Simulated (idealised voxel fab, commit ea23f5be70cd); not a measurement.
The process module presented herein is designated voxel wiring stack.
cross-section cut | 160 nm wide | cells 5 nm
Each cross-section below is a grid of square cells, stated as bands in top-down order, with one or more rows of cells making up each band. Band: top height; bottom height; in nm. Then, left to right: material with width in nm, for each material. "everywhere": a single material spanning edge to edge. "blank": empty space. Heights are measured from 0, the level below which the as-received wafer is all one material; the lowest band has no bottom and continues downward, written as in "from 0 down". Graded width ("30..40"): value in top row of band = first number; value in bottom row = second number; row-to-row change constant. When a step is marked "left unchanged", none of the cells in the cross-section changed during that step. Basically, "Cavities, sealed" tells you about the enclosed voids: empty spaces with no open way to the top, 8 cells or bigger, each written width x height at distance, where distance is from the left edge, all in nm. Read whatever lies past the settings on a step's line as the simulator's own remark about the step. overlay nm: for a step with a mask, the amount by which the mask lay right of where it was planned; a negative amount means left of it.

## Process steps - plan
1: RECEIVE [material Si]
2: CONFORMAL_DEP [material SiO2] [thk nm 15]
3: DIRECTIONAL_DEP [material TiN] [thk nm 5]
4: DIRECTIONAL_DEP [material W] [thk nm 15]
5: DIRECTIONAL_DEP [material aC] [thk nm 10]
6: PATTERN [tone cover] [mask id METAL_1] [material resist] [width nm 20] [pitch nm 45] [thk nm 25] [overlay nm 0]
7: DIRECTIONAL_ETCH [etch materials aC] [depth nm 10]
8: STRIP [etch materials resist]
9: DIRECTIONAL_ETCH [etch materials W] [depth nm 15]
10: DIRECTIONAL_ETCH [etch materials TiN] [depth nm 5]
11: STRIP [etch materials aC]
12: CONFORMAL_DEP [material SiN] [thk nm 5]
13: FILL_DEP [material lowk] [thk nm 10]
14: CMP [height nm 35]
15: CONFORMAL_DEP [material SiCN] [thk nm 5]
16: DIRECTIONAL_DEP [material lowk] [thk nm 20]
17: PATTERN [tone open] [mask id PLUG_1] [material resist] [width nm 15] [thk nm 15] [overlay nm 0]
18: DIRECTIONAL_ETCH [etch materials lowk] [depth nm 20]
19: DIRECTIONAL_ETCH [etch materials SiCN] [depth nm 5]
20: STRIP [etch materials resist]
21: CONFORMAL_DEP [material TiN] [thk nm 5]
22: FILL_DEP [material W] [thk nm 5]
23: CMP [height nm 60]
24: CONFORMAL_DEP [material SiN] [thk nm 5]
25: DIRECTIONAL_DEP [material lowk] [thk nm 20]
26: PATTERN [tone open] [mask id METAL_2] [material resist] [width nm 20] [pitch nm 45] [thk nm 15] [overlay nm 0]
27: DIRECTIONAL_ETCH [etch materials lowk] [depth nm 20]
28: DIRECTIONAL_ETCH [etch materials SiN] [depth nm 5]
29: STRIP [etch materials resist]
30: CONFORMAL_DEP [material TiN] [thk nm 5]
31: FILL_DEP [material Ru] [thk nm 5]
32: CMP [height nm 85]
33: CONFORMAL_DEP [material SiCN] [thk nm 5]
34: DIRECTIONAL_DEP [material lowk] [thk nm 10]
35: MASKED_ETCH [tone open] [mask id PLUG_2] [width nm 15] [pitch nm 45] [etch materials lowk] [depth nm 10] [overlay nm 0]
36: MASKED_ETCH [tone open] [mask id PLUG_2] [width nm 15] [pitch nm 45] [etch materials SiCN] [depth nm 5] [overlay nm 0]
37: EPI [material Ru] [thk nm 10]
38: EPI [material Ru] [thk nm 5]
39: CONFORMAL_DEP [material SiCN] [thk nm 5]
40: DIRECTIONAL_DEP [material SiO2] [thk nm 20]
41: PATTERN [tone open] [mask id METAL_3] [material resist] [width nm 20] [pitch nm 45] [thk nm 20] [overlay nm 0]
42: DIRECTIONAL_ETCH [etch materials SiO2] [depth nm 20]
43: DIRECTIONAL_ETCH [etch materials SiCN] [depth nm 5]
44: STRIP [etch materials resist]
45: CONFORMAL_DEP [material TiN] [thk nm 5]
46: FILL_DEP [material Cu] [thk nm 5]
47: CMP [height nm 125]
48: EPI [material Ru] [thk nm 5]
49: FILL_DEP [material SiCN] [thk nm 5]

## Step 1 complete: cross-section of the wafer as received
  from 0 down  Si everywhere
  Cavities, sealed: none

## Looking at the first of two wafers in cross-section at end of module - ran to plan
  from 135 to 130  SiCN everywhere
  from 130 to 125  SiCN 40 nm | Ru 30 nm | SiCN 15 nm | Ru 30 nm | SiCN 45 nm
  from 125 to 105  SiO2 45 nm | TiN 5 nm | Cu 10 nm | TiN 5 nm | SiO2 25 nm | TiN 5 nm | Cu 10 nm | TiN 5 nm | SiO2 50 nm
  from 105 to 100  SiCN 45 nm | TiN 20 nm | SiCN 25 nm | TiN 20 nm | SiCN 50 nm
  from 100 to 90  lowk 45 nm | Ru 15 nm | lowk 30 nm | Ru 15 nm | lowk 55 nm
  from 90 to 85  SiCN 45 nm | Ru 15 nm | SiCN 30 nm | Ru 15 nm | SiCN 55 nm
  from 85 to 65  lowk 45 nm | TiN 5 nm | Ru 10 nm | TiN 5 nm | lowk 25 nm | TiN 5 nm | Ru 10 nm | TiN 5 nm | lowk 50 nm
  from 65 to 60  SiN 45 nm | TiN 20 nm | SiN 25 nm | TiN 20 nm | SiN 50 nm
  from 60 to 40  lowk 45 nm | TiN 5 nm | W 5 nm | TiN 5 nm | lowk 100 nm
  from 40 to 35  SiCN 45 nm | TiN 15 nm | SiCN 100 nm
  from 35 to 20  lowk 40 nm | SiN 5 nm | W 20 nm | SiN 5 nm | lowk 15 nm | SiN 5 nm | W 20 nm | SiN 5 nm | lowk 45 nm
  from 20 to 15  SiN 45 nm | TiN 20 nm | SiN 25 nm | TiN 20 nm | SiN 50 nm
  from 15 to 0  SiO2 everywhere
  from 0 down  Si everywhere
  Cavities, sealed: none

## Cross-section of the latter of the two wafers at module completion. It had an identical start and an identical plan to the former; in running it, one mistake was made
  from 135 to 130  SiCN everywhere
  from 130 to 125  SiCN 40 nm | Ru 30 nm | SiCN 15 nm | Ru 30 nm | SiCN 45 nm
  from 125 to 115  SiO2 45 nm | TiN 5 nm | Cu 10 nm | TiN 5 nm | SiO2 25 nm | TiN 5 nm | Cu 10 nm | TiN 5 nm | SiO2 50 nm
  from 115 to 110  SiO2 30 nm | SiCN 15 nm | TiN 20 nm | SiCN 25 nm | TiN 20 nm | SiCN 10 nm | SiO2 40 nm
  from 110 to 105  SiO2 30 nm | SiCN 5 nm | Ru 35 nm | SiCN 10 nm | Ru 35 nm | SiCN 5 nm | SiO2 40 nm
  from 105 to 100  SiCN 35 nm | Ru 35 nm | SiCN 10 nm | Ru 35 nm | SiCN 45 nm
  from 100 to 90  lowk 45 nm | Ru 15 nm | lowk 30 nm | Ru 15 nm | lowk 55 nm
  from 90 to 85  SiCN 45 nm | Ru 15 nm | SiCN 30 nm | Ru 15 nm | SiCN 55 nm
  from 85 to 65  lowk 45 nm | TiN 5 nm | Ru 10 nm | TiN 5 nm | lowk 25 nm | TiN 5 nm | Ru 10 nm | TiN 5 nm | lowk 50 nm
  from 65 to 60  SiN 45 nm | TiN 20 nm | SiN 25 nm | TiN 20 nm | SiN 50 nm
  from 60 to 40  lowk 45 nm | TiN 5 nm | W 5 nm | TiN 5 nm | lowk 100 nm
  from 40 to 35  SiCN 45 nm | TiN 15 nm | SiCN 100 nm
  from 35 to 20  lowk 40 nm | SiN 5 nm | W 20 nm | SiN 5 nm | lowk 15 nm | SiN 5 nm | W 20 nm | SiN 5 nm | lowk 45 nm
  from 20 to 15  SiN 45 nm | TiN 20 nm | SiN 25 nm | TiN 20 nm | SiN 50 nm
  from 15 to 0  SiO2 everywhere
  from 0 down  Si everywhere
  Cavities, sealed: none
What was the processing mistake? step 37 of the plan saw execution twice
At the finish, the second wafer shows more or fewer cells for some materials than the first does: 8 fewer of Cu | 28 more of Ru | 8 more of SiCN | 20 fewer of SiO2 | 8 fewer of TiN
